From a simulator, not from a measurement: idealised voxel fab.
Herein follows the process module entitled voxel fin reveal.
It is cross-section cut that appears here, measuring 250 nm in width, its square cells being 5 nm in size.
Reading order for cross-sections: top band down to bottom band. Underlying form: a grid of square cells. Band size: one or more rows of cells. Quick guide to a band line: top height, bottom height (nm) up front; then every material left to right with its width in nm. Only one material and it's marked "full width"? Then it fills the band edge to edge. And "empty" just means empty space. Convention: height 0 is the level below which the wafer, as received, is all one material. The lowest band does not terminate at the bottom but continues downward, represented as "top 0, no bottom". Width spec "30->40" -> top row of cells at first value, bottom row at second value, equal per-row change in between. You'll sometimes find "nothing was modified" written for a step, and that's the way of saying that nowhere in the cross-section did a cell change during that step. "Closed cavities" contains a list of empty spaces, each no smaller than 8 cells and without an open way to the top, written in the form width x height at distance with the distance from the left edge and all three in nm. Heads up: the bit after the settings on a step's line is the simulator's remark on that step. What "overlay nm" on a step's line means: if the step has a mask, that mask lay this far to the right of its planned place, or, when the value is negative, to the left.

## Process steps (planned)
- 1: RECEIVE (material Si)
- 2: CONFORMAL_DEP (material SiN; thk nm 10)
- 3: PATTERN (tone cover; mask id FINS; material resist; width nm 15; pitch nm 35; thk nm 20; overlay nm 0)
- 4: DIRECTIONAL_ETCH (etch materials SiN; depth nm 10)
- 5: DIRECTIONAL_ETCH (etch materials Si; depth nm 35)
- 6: STRIP (etch materials resist)
- 7: FILL_DEP (material SiO2; thk nm 10)
- 8: CMP (height nm 10)
- 9: SELECTIVE_ETCH (etch materials SiO2; depth nm 25)
- 10: STRIP (etch materials SiN)
- 11: CONFORMAL_DEP (material HfO2; thk nm 5)

## Cross-section of the wafer as it came to us, i.e., already through step 1
- top 0, no bottom  Si full width
- Closed cavities: none

## The first of two wafers, cross-sectioned at the end of the module, with the run proceeding as planned
- top 5, bottom 0  empty 60 nm; HfO2 25 nm; empty 10 nm; HfO2 25 nm; empty 10 nm; HfO2 25 nm; empty 10 nm; HfO2 25 nm; empty 60 nm
- top 0, bottom -10  empty 60 nm; HfO2 5 nm; Si 15 nm; HfO2 5 nm; empty 10 nm; HfO2 5 nm; Si 15 nm; HfO2 5 nm; empty 10 nm; HfO2 5 nm; Si 15 nm; HfO2 5 nm; empty 10 nm; HfO2 5 nm; Si 15 nm; HfO2 5 nm; empty 60 nm
- top -10, bottom -15  HfO2 65 nm; Si 15 nm; HfO2 20 nm; Si 15 nm; HfO2 20 nm; Si 15 nm; HfO2 20 nm; Si 15 nm; HfO2 65 nm
- top -15, bottom -35  SiO2 65 nm; Si 15 nm; SiO2 20 nm; Si 15 nm; SiO2 20 nm; Si 15 nm; SiO2 20 nm; Si 15 nm; SiO2 65 nm
- top -35, no bottom  Si full width
- Closed cavities: none

## This cross-section belongs to the second wafer of two at the end of the module; the start and the plan were shared with the first, and the run included one mistake
- top 5, bottom 0  HfO2 70 nm; empty 5 nm; HfO2 30 nm; empty 5 nm; HfO2 30 nm; empty 5 nm; HfO2 30 nm; empty 5 nm; HfO2 70 nm
- top 0, bottom -10  Si 65 nm; HfO2 5 nm; empty 5 nm; HfO2 5 nm; Si 20 nm; HfO2 5 nm; empty 5 nm; HfO2 5 nm; Si 20 nm; HfO2 5 nm; empty 5 nm; HfO2 5 nm; Si 20 nm; HfO2 5 nm; empty 5 nm; HfO2 5 nm; Si 65 nm
- top -10, bottom -15  Si 65 nm; HfO2 15 nm; Si 20 nm; HfO2 15 nm; Si 20 nm; HfO2 15 nm; Si 20 nm; HfO2 15 nm; Si 65 nm
- top -15, bottom -35  Si 65 nm; SiO2 15 nm; Si 20 nm; SiO2 15 nm; Si 20 nm; SiO2 15 nm; Si 20 nm; SiO2 15 nm; Si 65 nm
- top -35, no bottom  Si full width
- Closed cavities: none
Processing error: rather than as planned, step 3 actually ran as PATTERN (tone open; mask id FINS; material resist; width nm 15; pitch nm 35; thk nm 20; overlay nm 0)
Count the cells at the end and the second wafer has more or fewer of some materials than the first: +182 Si; -104 SiO2
